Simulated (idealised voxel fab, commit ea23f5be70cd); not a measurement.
Title: Process Module voxel lift off
Pictured: cross-section cut, 185 nm wide, on a grid of 5 nm square cells.
When this document writes out a cross-section, it uses a grid of square cells and lists it as bands, beginning at the top and moving down, with a band standing for one or more rows of cells. The entry gives the band's vertical extent as a top height and a bottom height in nm, then its horizontal make-up as materials from left to right, each with a width in nm. "blank" stands for empty space; a single material marked "all across" fills the band edge to edge. Counting heights begins at 0, where everything beneath is, in the wafer as received, one material. The lowest band has no bottom; it goes on downwards, as "top 0, no bottom" shows. Graded width ("30..40"): value in top row of band = first number; value in bottom row = second number; row-to-row change constant. "remained the same" -> step changed no cross-section cell. Enclosed voids (no open way to top), threshold 8 cells or more, entry "Closed internal voids", notation width x height at distance, distance from left edge, nm. Formally, on a step line, whatever follows the settings is a remark that the simulator itself makes on the step. overlay nm: on a step with a mask, how far right of its planned place the mask lay; negative means left.
Planned step list for the process
1. op RECEIVE | material Si
2. op CONFORMAL_DEP | material SiN | thk nm 10
3. op PATTERN | tone open | mask id LINES | material resist | width nm 20 | pitch nm 40 | thk nm 20 | overlay nm 0
4. op DIRECTIONAL_DEP | material Ru | thk nm 5
5. op STRIP | etch materials resist
6. op CONFORMAL_DEP | material SiN | thk nm 10
Cross-section: wafer on arrival = after step 1
top 0, no bottom = Si all across
Closed internal voids: none
The first of the two wafers as seen in cross-section once the module was finished; processing followed the plan
top 25, bottom 20 = blank: 50, then SiN: 80, then blank: 55
top 20, bottom 15 = SiN all across
top 15, bottom 10 = SiN: 60, then Ru: 20, then SiN: 20, then Ru: 20, then SiN: 65
top 10, bottom 0 = SiN all across
top 0, no bottom = Si all across
Closed internal voids: none
Cross-sectional view: second of two wafers, end of module; start and plan identical to the first, one mistake in running
top 25, bottom 20 = blank: 40, then SiN: 80, then blank: 65
top 20, bottom 15 = SiN all across
top 15, bottom 10 = SiN: 50, then Ru: 20, then SiN: 20, then Ru: 20, then SiN: 75
top 10, bottom 0 = SiN all across
top 0, no bottom = Si all across
Closed internal voids: none
Want to know what went wrong? step 3 deviated from plan and actually ran as op PATTERN | tone open | mask id LINES | material resist | width nm 20 | pitch nm 40 | thk nm 20 | overlay nm -10
At the close, every material occupies the same number of cells on the second wafer as on the first, only in different positions.
